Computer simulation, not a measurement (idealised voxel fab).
process module | voxel capacitor over wiring
cross-section cut | 200 nm wide | cells 5 nm
A cross-section is a grid of square cells, given in bands from the top down. A band is one or more rows of cells.
Each band's line starts with the height of the band's top and of its bottom, in nm. Then come its materials from left to right, each with its width in nm. One material with "throughout" fills the band from edge to edge. "air" is empty space.
Height 0 is the level under which the wafer as received is all one material. The lowest band goes on downwards, as in "0 down".
A width such as "30 to 40" changes by the same amount from each row of cells to the next, from the band's top row to its bottom row.
"no change" after a step means that no cell of the cross-section changed.
closed voids: empty space of 8 cells or more with no open way to the top, each as width x height at its distance from the left edge, in nm
after a step's settings: what the simulator itself notes on the step
overlay nm, on a step with a mask: how far to the right of its planned place the mask lay; to the left if negative
plan
1 op RECEIVE | material Si
2 op CONFORMAL_DEP | material SiO2 | thk nm 15
3 op CONFORMAL_DEP | material SiCN | thk nm 5
4 op DIRECTIONAL_DEP | material lowk | thk nm 20
5 op PATTERN | tone open | mask id METAL_1 | material resist | width nm 30 | pitch nm 80 | thk nm 20 | overlay nm 0
6 op DIRECTIONAL_ETCH | etch materials lowk | depth nm 20
7 op DIRECTIONAL_ETCH | etch materials SiCN | depth nm 5
8 op STRIP | etch materials resist
9 op CONFORMAL_DEP | material TiN | thk nm 5
10 op FILL_DEP | material Cu | thk nm 5
11 op CMP | height nm 40
12 op CONFORMAL_DEP | material SiCN | thk nm 5
13 op DIRECTIONAL_DEP | material lowk | thk nm 10
14 op MASKED_ETCH | tone open | mask id PLUG_1 | width nm 15 | etch materials lowk | depth nm 10 | overlay nm 0
15 op MASKED_ETCH | tone open | mask id PLUG_1 | width nm 15 | etch materials SiCN | depth nm 5 | overlay nm 0
16 op EPI | material Ru | thk nm 10
17 op EPI | material Ru | thk nm 5
18 op DIRECTIONAL_DEP | material TiN | thk nm 10
19 op DIRECTIONAL_DEP | material Al2O3 | thk nm 5
20 op DIRECTIONAL_DEP | material TiN | thk nm 5
21 op PATTERN | tone cover | mask id UPPER_PLATE | material resist | width nm 55 | thk nm 15 | overlay nm 0
22 op DIRECTIONAL_ETCH | etch materials TiN | depth nm 5
23 op DIRECTIONAL_ETCH | etch materials Al2O3 | depth nm 5
24 op STRIP | etch materials resist
25 op MASKED_ETCH | tone cover | mask id LOWER_PLATE | width nm 65 | etch materials TiN | depth nm 10 | overlay nm 0
26 op FILL_DEP | material SiO2 | thk nm 15
27 op CMP | height nm 85
28 op PATTERN | tone open | mask id PLUG_2 | material resist | width nm 15 | thk nm 15 | overlay nm 0
29 op DIRECTIONAL_ETCH | etch materials SiO2 | depth nm 10
30 op STRIP | etch materials resist
31 op CONFORMAL_DEP | material TiN | thk nm 5
32 op FILL_DEP | material W | thk nm 10
33 op CMP | height nm 85
34 op CONFORMAL_DEP | material SiN | thk nm 5
as received, after step 1
  0 down: Si throughout
  closed voids: none
a wafer at the end: this start, this plan, one mistake
  90 to 85: SiN throughout
  85 to 80: SiO2 80 | TiN 5 | W 5 | TiN 5 | SiO2 105
  80 to 70: SiO2 80 to 60 | TiN 15 to 55 | SiO2 105 to 85
  70 to 65: SiO2 60 | Al2O3 55 | SiO2 85
  65 to 55: SiO2 55 | TiN 65 | SiO2 80
  55 to 45: lowk 60 | Ru 15 | lowk 125
  45 to 40: SiCN 60 | Ru 15 | SiCN 125
  40 to 20: lowk 45 | TiN 5 | Cu 20 | TiN 5 | lowk 50 | TiN 5 | Cu 20 | TiN 5 | lowk 45
  20 to 15: SiCN 45 | TiN 30 | SiCN 50 | TiN 30 | SiCN 45
  15 to 0: SiO2 throughout
  0 down: Si throughout
  closed voids: none
what went wrong: step 28 ran as: op PATTERN | tone open | mask id PLUG_2 | material resist | width nm 15 | thk nm 15 | overlay nm 10
